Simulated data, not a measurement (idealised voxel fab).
process module | voxel wiring stack
cross-section cut | 275 nm wide | cells 5 nm
A cross-section is a grid of square cells, given in bands from the top down. A band is one or more rows of cells.
Each band's line starts with the height of the band's top and of its bottom, in nm. Then come its materials from left to right, each with its width in nm. One material with "throughout" fills the band from edge to edge. "air" is empty space.
Height 0 is the level under which the wafer as received is all one material. The lowest band goes on downwards, as in "0 down".
A width such as "30 to 40" changes by the same amount from each row of cells to the next, from the band's top row to its bottom row.
"no change" after a step means that no cell of the cross-section changed.
closed voids: empty space of 8 cells or more with no open way to the top, each as width x height at its distance from the left edge, in nm
after a step's settings: what the simulator itself notes on the step
overlay nm, on a step with a mask: how far to the right of its planned place the mask lay; to the left if negative
plan
1 op RECEIVE | material Si
2 op CONFORMAL_DEP | material SiO2 | thk nm 10
3 op DIRECTIONAL_DEP | material TiN | thk nm 5
4 op DIRECTIONAL_DEP | material W | thk nm 25
5 op PATTERN | tone cover | mask id METAL_1 | material resist | width nm 20 | pitch nm 35 | thk nm 15 | overlay nm 0
6 op DIRECTIONAL_ETCH | etch materials W | depth nm 25
7 op DIRECTIONAL_ETCH | etch materials TiN | depth nm 5
8 op STRIP | etch materials resist
9 op FILL_DEP | material lowk | thk nm 5
10 op CMP | height nm 40
11 op CONFORMAL_DEP | material SiCN | thk nm 5
12 op DIRECTIONAL_DEP | material SiO2 | thk nm 15
13 op PATTERN | tone open | mask id PLUG_1 | material resist | width nm 15 | pitch nm 70 | thk nm 20 | overlay nm 0
14 op DIRECTIONAL_ETCH | etch materials SiO2 | depth nm 15
15 op DIRECTIONAL_ETCH | etch materials SiCN | depth nm 5
16 op STRIP | etch materials resist
17 op EPI | material Ru | thk nm 10
18 op EPI | material Ru | thk nm 10
19 op DIRECTIONAL_DEP | material TiN | thk nm 5
20 op DIRECTIONAL_DEP | material W | thk nm 25
21 op DIRECTIONAL_DEP | material aC | thk nm 15
22 op PATTERN | tone cover | mask id METAL_2 | material resist | width nm 20 | pitch nm 35 | thk nm 30 | overlay nm 0
23 op DIRECTIONAL_ETCH | etch materials aC | depth nm 15
24 op STRIP | etch materials resist
25 op DIRECTIONAL_ETCH | etch materials W | depth nm 25
26 op DIRECTIONAL_ETCH | etch materials TiN | depth nm 5
27 op STRIP | etch materials aC
28 op FILL_DEP | material lowk | thk nm 5
29 op CMP | height nm 90
30 op CONFORMAL_DEP | material SiCN | thk nm 5
31 op DIRECTIONAL_DEP | material SiO2 | thk nm 10
32 op DIRECTIONAL_DEP | material aC | thk nm 10
33 op PATTERN | tone open | mask id PLUG_2 | material resist | width nm 15 | pitch nm 70 | thk nm 25 | overlay nm 0
34 op DIRECTIONAL_ETCH | etch materials aC | depth nm 10
35 op STRIP | etch materials resist
36 op DIRECTIONAL_ETCH | etch materials SiO2 | depth nm 10
37 op DIRECTIONAL_ETCH | etch materials SiCN | depth nm 5
38 op STRIP | etch materials aC
39 op CONFORMAL_DEP | material TiN | thk nm 5
40 op FILL_DEP | material Ru | thk nm 5
41 op CMP | height nm 105
42 op CONFORMAL_DEP | material SiN | thk nm 5
43 op DIRECTIONAL_DEP | material SiO2 | thk nm 15
44 op PATTERN | tone open | mask id METAL_3 | material resist | width nm 20 | pitch nm 35 | thk nm 20 | overlay nm 0
45 op DIRECTIONAL_ETCH | etch materials SiO2 | depth nm 15
46 op DIRECTIONAL_ETCH | etch materials SiN | depth nm 5
47 op STRIP | etch materials resist
48 op CONFORMAL_DEP | material TiN | thk nm 5
49 op FILL_DEP | material Cu | thk nm 10
50 op CMP | height nm 125
51 op EPI | material Ru | thk nm 5
52 op FILL_DEP | material SiCN | thk nm 5
first wafer, as planned
as received, after step 1
  0 down: Si throughout
  closed voids: none
after step 2
  10 to 0: SiO2 throughout
  below 0: unchanged
after step 3
  15 to 10: TiN throughout
  below 10: unchanged
after step 4
  40 to 15: W throughout
  below 15: unchanged
after step 5
  55 to 40: air 90 | resist 20 | air 15 | resist 20 | air 15 | resist 20 | air 95
  below 40: unchanged
after step 6
  55 to 40: air 90 | resist 20 | air 15 | resist 20 | air 15 | resist 20 | air 95
  40 to 15: air 90 | W 20 | air 15 | W 20 | air 15 | W 20 | air 95
  below 15: unchanged
after step 7
  55 to 40: air 90 | resist 20 | air 15 | resist 20 | air 15 | resist 20 | air 95
  40 to 15: air 90 | W 20 | air 15 | W 20 | air 15 | W 20 | air 95
  15 to 10: air 90 | TiN 20 | air 15 | TiN 20 | air 15 | TiN 20 | air 95
  below 10: unchanged
after step 8
  40 to 15: air 90 | W 20 | air 15 | W 20 | air 15 | W 20 | air 95
  below 15: unchanged
after step 9
  45 to 40: lowk throughout
  40 to 15: lowk 90 | W 20 | lowk 15 | W 20 | lowk 15 | W 20 | lowk 95
  15 to 10: lowk 90 | TiN 20 | lowk 15 | TiN 20 | lowk 15 | TiN 20 | lowk 95
  below 10: unchanged
after step 10
  40 to 15: lowk 90 | W 20 | lowk 15 | W 20 | lowk 15 | W 20 | lowk 95
  below 15: unchanged
after step 11
  45 to 40: SiCN throughout
  below 40: unchanged
after step 12
  60 to 45: SiO2 throughout
  below 45: unchanged
after step 13
  80 to 60: resist 90 | air 15 | resist 55 | air 15 | resist 100
  below 60: unchanged
after step 14
  80 to 60: resist 90 | air 15 | resist 55 | air 15 | resist 100
  60 to 45: SiO2 90 | air 15 | SiO2 55 | air 15 | SiO2 100
  below 45: unchanged
after step 15
  80 to 60: resist 90 | air 15 | resist 55 | air 15 | resist 100
  60 to 45: SiO2 90 | air 15 | SiO2 55 | air 15 | SiO2 100
  45 to 40: SiCN 90 | air 15 | SiCN 55 | air 15 | SiCN 100
  below 40: unchanged
after step 16
  60 to 45: SiO2 90 | air 15 | SiO2 55 | air 15 | SiO2 100
  below 45: unchanged
after step 17
  60 to 50: SiO2 90 | air 15 | SiO2 55 | air 15 | SiO2 100
  50 to 45: SiO2 90 | Ru 15 | SiO2 55 | Ru 15 | SiO2 100
  45 to 40: SiCN 90 | Ru 15 | SiCN 55 | Ru 15 | SiCN 100
  below 40: unchanged
after step 18
  60 to 45: SiO2 90 | Ru 15 | SiO2 55 | Ru 15 | SiO2 100
  below 45: unchanged
after step 19
  65 to 60: TiN throughout
  below 60: unchanged
after step 20
  90 to 65: W throughout
  below 65: unchanged
after step 21
  105 to 90: aC throughout
  below 90: unchanged
after step 22
  135 to 105: air 90 | resist 20 | air 15 | resist 20 | air 15 | resist 20 | air 95
  below 105: unchanged
after step 23
  120 to 105: air 90 | resist 20 | air 15 | resist 20 | air 15 | resist 20 | air 95
  105 to 90: air 90 | aC 20 | air 15 | aC 20 | air 15 | aC 20 | air 95
  below 90: unchanged
after step 24
  105 to 90: air 90 | aC 20 | air 15 | aC 20 | air 15 | aC 20 | air 95
  below 90: unchanged
after step 25
  105 to 90: air 90 | aC 20 | air 15 | aC 20 | air 15 | aC 20 | air 95
  90 to 65: air 90 | W 20 | air 15 | W 20 | air 15 | W 20 | air 95
  below 65: unchanged
after step 26
  105 to 90: air 90 | aC 20 | air 15 | aC 20 | air 15 | aC 20 | air 95
  90 to 65: air 90 | W 20 | air 15 | W 20 | air 15 | W 20 | air 95
  65 to 60: air 90 | TiN 20 | air 15 | TiN 20 | air 15 | TiN 20 | air 95
  below 60: unchanged
after step 27
  90 to 65: air 90 | W 20 | air 15 | W 20 | air 15 | W 20 | air 95
  below 65: unchanged
after step 28
  95 to 90: lowk throughout
  90 to 65: lowk 90 | W 20 | lowk 15 | W 20 | lowk 15 | W 20 | lowk 95
  65 to 60: lowk 90 | TiN 20 | lowk 15 | TiN 20 | lowk 15 | TiN 20 | lowk 95
  below 60: unchanged
after step 29
  90 to 65: lowk 90 | W 20 | lowk 15 | W 20 | lowk 15 | W 20 | lowk 95
  below 65: unchanged
after step 30
  95 to 90: SiCN throughout
  below 90: unchanged
after step 31
  105 to 95: SiO2 throughout
  below 95: unchanged
after step 32
  115 to 105: aC throughout
  below 105: unchanged
after step 33
  140 to 115: resist 90 | air 15 | resist 55 | air 15 | resist 100
  below 115: unchanged
after step 34
  130 to 115: resist 90 | air 15 | resist 55 | air 15 | resist 100
  115 to 105: aC 90 | air 15 | aC 55 | air 15 | aC 100
  below 105: unchanged
after step 35
  115 to 105: aC 90 | air 15 | aC 55 | air 15 | aC 100
  below 105: unchanged
after step 36
  115 to 105: aC 90 | air 15 | aC 55 | air 15 | aC 100
  105 to 95: SiO2 90 | air 15 | SiO2 55 | air 15 | SiO2 100
  below 95: unchanged
after step 37
  115 to 105: aC 90 | air 15 | aC 55 | air 15 | aC 100
  105 to 95: SiO2 90 | air 15 | SiO2 55 | air 15 | SiO2 100
  95 to 90: SiCN 90 | air 15 | SiCN 55 | air 15 | SiCN 100
  below 90: unchanged
after step 38
  105 to 95: SiO2 90 | air 15 | SiO2 55 | air 15 | SiO2 100
  below 95: unchanged
after step 39
  110 to 105: TiN 95 | air 5 | TiN 65 | air 5 | TiN 105
  105 to 95: SiO2 90 | TiN 5 | air 5 | TiN 5 | SiO2 55 | TiN 5 | air 5 | TiN 5 | SiO2 100
  95 to 90: SiCN 90 | TiN 15 | SiCN 55 | TiN 15 | SiCN 100
  below 90: unchanged
after step 40
  115 to 110: Ru throughout
  110 to 105: TiN 95 | Ru 5 | TiN 65 | Ru 5 | TiN 105
  105 to 95: SiO2 90 | TiN 5 | Ru 5 | TiN 5 | SiO2 55 | TiN 5 | Ru 5 | TiN 5 | SiO2 100
  below 95: unchanged
after step 41
  105 to 95: SiO2 90 | TiN 5 | Ru 5 | TiN 5 | SiO2 55 | TiN 5 | Ru 5 | TiN 5 | SiO2 100
  below 95: unchanged
after step 42
  110 to 105: SiN throughout
  below 105: unchanged
after step 43
  125 to 110: SiO2 throughout
  below 110: unchanged
after step 44
  145 to 125: resist 90 | air 20 | resist 15 | air 20 | resist 15 | air 20 | resist 95
  below 125: unchanged
after step 45
  145 to 125: resist 90 | air 20 | resist 15 | air 20 | resist 15 | air 20 | resist 95
  125 to 110: SiO2 90 | air 20 | SiO2 15 | air 20 | SiO2 15 | air 20 | SiO2 95
  below 110: unchanged
after step 46
  145 to 125: resist 90 | air 20 | resist 15 | air 20 | resist 15 | air 20 | resist 95
  125 to 110: SiO2 90 | air 20 | SiO2 15 | air 20 | SiO2 15 | air 20 | SiO2 95
  110 to 105: SiN 90 | air 20 | SiN 15 | air 20 | SiN 15 | air 20 | SiN 95
  below 105: unchanged
after step 47
  125 to 110: SiO2 90 | air 20 | SiO2 15 | air 20 | SiO2 15 | air 20 | SiO2 95
  below 110: unchanged
after step 48
  130 to 125: TiN 95 | air 10 | TiN 25 | air 10 | TiN 25 | air 10 | TiN 100
  125 to 110: SiO2 90 | TiN 5 | air 10 | TiN 5 | SiO2 15 | TiN 5 | air 10 | TiN 5 | SiO2 15 | TiN 5 | air 10 | TiN 5 | SiO2 95
  110 to 105: SiN 90 | TiN 20 | SiN 15 | TiN 20 | SiN 15 | TiN 20 | SiN 95
  below 105: unchanged
after step 49
  140 to 130: Cu throughout
  130 to 125: TiN 95 | Cu 10 | TiN 25 | Cu 10 | TiN 25 | Cu 10 | TiN 100
  125 to 110: SiO2 90 | TiN 5 | Cu 10 | TiN 5 | SiO2 15 | TiN 5 | Cu 10 | TiN 5 | SiO2 15 | TiN 5 | Cu 10 | TiN 5 | SiO2 95
  below 110: unchanged
after step 50
  125 to 110: SiO2 90 | TiN 5 | Cu 10 | TiN 5 | SiO2 15 | TiN 5 | Cu 10 | TiN 5 | SiO2 15 | TiN 5 | Cu 10 | TiN 5 | SiO2 95
  below 110: unchanged
after step 51
  130 to 125: air 85 | Ru 30 | air 5 | Ru 30 | air 5 | Ru 30 | air 90
  below 125: unchanged
after step 52
  135 to 130: SiCN throughout
  130 to 125: SiCN 85 | Ru 30 | SiCN 5 | Ru 30 | SiCN 5 | Ru 30 | SiCN 90
  below 125: unchanged
second wafer: like start, like plan, one mistake. Through step 43 it matches the first wafer
when step 44 should have ended
  145 to 125: resist 95 | air 20 | resist 15 | air 20 | resist 15 | air 20 | resist 90
  below 125: unchanged
when step 45 should have ended
  145 to 125: resist 95 | air 20 | resist 15 | air 20 | resist 15 | air 20 | resist 90
  125 to 110: SiO2 95 | air 20 | SiO2 15 | air 20 | SiO2 15 | air 20 | SiO2 90
  below 110: unchanged
when step 46 should have ended
  145 to 125: resist 95 | air 20 | resist 15 | air 20 | resist 15 | air 20 | resist 90
  125 to 110: SiO2 95 | air 20 | SiO2 15 | air 20 | SiO2 15 | air 20 | SiO2 90
  110 to 105: SiN 95 | air 20 | SiN 15 | air 20 | SiN 15 | air 20 | SiN 90
  below 105: unchanged
when step 47 should have ended
  125 to 110: SiO2 95 | air 20 | SiO2 15 | air 20 | SiO2 15 | air 20 | SiO2 90
  below 110: unchanged
when step 48 should have ended
  130 to 125: TiN 100 | air 10 | TiN 25 | air 10 | TiN 25 | air 10 | TiN 95
  125 to 110: SiO2 95 | TiN 5 | air 10 | TiN 5 | SiO2 15 | TiN 5 | air 10 | TiN 5 | SiO2 15 | TiN 5 | air 10 | TiN 5 | SiO2 90
  110 to 105: SiN 95 | TiN 20 | SiN 15 | TiN 20 | SiN 15 | TiN 20 | SiN 90
  below 105: unchanged
when step 49 should have ended
  140 to 130: Cu throughout
  130 to 125: TiN 100 | Cu 10 | TiN 25 | Cu 10 | TiN 25 | Cu 10 | TiN 95
  125 to 110: SiO2 95 | TiN 5 | Cu 10 | TiN 5 | SiO2 15 | TiN 5 | Cu 10 | TiN 5 | SiO2 15 | TiN 5 | Cu 10 | TiN 5 | SiO2 90
  below 110: unchanged
when step 50 should have ended
  125 to 110: SiO2 95 | TiN 5 | Cu 10 | TiN 5 | SiO2 15 | TiN 5 | Cu 10 | TiN 5 | SiO2 15 | TiN 5 | Cu 10 | TiN 5 | SiO2 90
  below 110: unchanged
when step 51 should have ended
  130 to 125: air 90 | Ru 30 | air 5 | Ru 30 | air 5 | Ru 30 | air 85
  below 125: unchanged
when step 52 should have ended
  135 to 130: SiCN throughout
  130 to 125: SiCN 90 | Ru 30 | SiCN 5 | Ru 30 | SiCN 5 | Ru 30 | SiCN 85
  below 125: unchanged
what went wrong: step 44 ran as: op PATTERN | tone open | mask id METAL_3 | material resist | width nm 20 | pitch nm 35 | thk nm 20 | overlay nm 5
at the end the second wafer has, in cells: as many of each material as the first, in other places
